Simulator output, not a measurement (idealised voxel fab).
process module | voxel wiring stack
cross-section cut | 220 nm wide | cells 5 nm
A cross-section is a grid of square cells, given in bands from the top down. A band is one or more rows of cells.
Each band's line starts with the height of the band's top and of its bottom, in nm. Then come its materials from left to right, each with its width in nm. One material with "throughout" fills the band from edge to edge. "air" is empty space.
Height 0 is the level under which the wafer as received is all one material. The lowest band goes on downwards, as in "0 down".
A width such as "30 to 40" changes by the same amount from each row of cells to the next, from the band's top row to its bottom row.
"no change" after a step means that no cell of the cross-section changed.
closed voids: empty space of 8 cells or more with no open way to the top, each as width x height at its distance from the left edge, in nm
after a step's settings: what the simulator itself notes on the step
overlay nm, on a step with a mask: how far to the right of its planned place the mask lay; to the left if negative
plan
1 op RECEIVE | material Si
2 op CONFORMAL_DEP | material SiO2 | thk nm 15
3 op CONFORMAL_DEP | material SiN | thk nm 5
4 op DIRECTIONAL_DEP | material SiO2 | thk nm 25
5 op DIRECTIONAL_DEP | material aC | thk nm 15
6 op PATTERN | tone open | mask id METAL_1 | material resist | width nm 30 | pitch nm 50 | thk nm 35 | overlay nm 0
7 op DIRECTIONAL_ETCH | etch materials aC | depth nm 15
8 op STRIP | etch materials resist
9 op DIRECTIONAL_ETCH | etch materials SiO2 | depth nm 25
10 op DIRECTIONAL_ETCH | etch materials SiN | depth nm 5
11 op STRIP | etch materials aC
12 op CONFORMAL_DEP | material TiN | thk nm 5
13 op FILL_DEP | material W | thk nm 5
14 op CMP | height nm 45
15 op EPI | material Ru | thk nm 5
16 op FILL_DEP | material SiCN | thk nm 5
17 op DIRECTIONAL_DEP | material lowk | thk nm 35
18 op MASKED_ETCH | tone open | mask id METAL_2 | width nm 30 | pitch nm 50 | etch materials lowk | depth nm 20 | overlay nm 0
19 op MASKED_ETCH | tone open | mask id METAL_2_HOLES | width nm 15 | pitch nm 50 | etch materials lowk | depth nm 15 | overlay nm 0
20 op MASKED_ETCH | tone open | mask id METAL_2_HOLES | width nm 15 | pitch nm 50 | etch materials SiCN | depth nm 5 | overlay nm 0
21 op CONFORMAL_DEP | material TiN | thk nm 5
22 op FILL_DEP | material Cu | thk nm 10
23 op CMP | height nm 90
24 op CONFORMAL_DEP | material SiCN | thk nm 5
as received, after step 1
  0 down: Si throughout
  closed voids: none
first wafer at the end, as planned
  95 to 90: SiCN throughout
  90 to 75: lowk 20 | TiN 5 | Cu 20 | TiN 5 | lowk 20 | TiN 5 | Cu 20 | TiN 5 | lowk 20 | TiN 5 | Cu 20 | TiN 5 | lowk 20 | TiN 5 | Cu 20 | TiN 5 | lowk 20
  75 to 70: lowk 20 | TiN 5 | Cu 5 | TiN 20 | lowk 20 | TiN 5 | Cu 5 | TiN 20 | lowk 20 | TiN 5 | Cu 5 | TiN 20 | lowk 20 | TiN 5 | Cu 5 | TiN 20 | lowk 20
  70 to 55: lowk 20 | TiN 5 | Cu 5 | TiN 5 | lowk 35 | TiN 5 | Cu 5 | TiN 5 | lowk 35 | TiN 5 | Cu 5 | TiN 5 | lowk 35 | TiN 5 | Cu 5 | TiN 5 | lowk 35
  55 to 50: SiCN 20 | TiN 15 | SiCN 35 | TiN 15 | SiCN 35 | TiN 15 | SiCN 35 | TiN 15 | SiCN 35
  50 to 45: SiCN 15 | Ru 40 | SiCN 10 | Ru 40 | SiCN 10 | Ru 40 | SiCN 10 | Ru 40 | SiCN 15
  45 to 20: SiO2 20 | TiN 5 | W 20 | TiN 5 | SiO2 20 | TiN 5 | W 20 | TiN 5 | SiO2 20 | TiN 5 | W 20 | TiN 5 | SiO2 20 | TiN 5 | W 20 | TiN 5 | SiO2 20
  20 to 15: SiN 20 | TiN 30 | SiN 20 | TiN 30 | SiN 20 | TiN 30 | SiN 20 | TiN 30 | SiN 20
  15 to 0: SiO2 throughout
  0 down: Si throughout
  closed voids: none
second wafer at the end: like start, like plan, one mistake
  95 to 90: SiCN throughout
  90 to 55: lowk throughout
  55 to 50: SiCN throughout
  50 to 45: SiCN 15 | Ru 40 | SiCN 10 | Ru 40 | SiCN 10 | Ru 40 | SiCN 10 | Ru 40 | SiCN 15
  45 to 20: SiO2 20 | TiN 5 | W 20 | TiN 5 | SiO2 20 | TiN 5 | W 20 | TiN 5 | SiO2 20 | TiN 5 | W 20 | TiN 5 | SiO2 20 | TiN 5 | W 20 | TiN 5 | SiO2 20
  20 to 15: SiN 20 | TiN 30 | SiN 20 | TiN 30 | SiN 20 | TiN 30 | SiN 20 | TiN 30 | SiN 20
  15 to 0: SiO2 throughout
  0 down: Si throughout
  closed voids: none
what went wrong: step 17 was run twice
at the end the second wafer has, in cells: 64 fewer of Cu | 12 more of SiCN | 80 fewer of TiN | 132 more of lowk
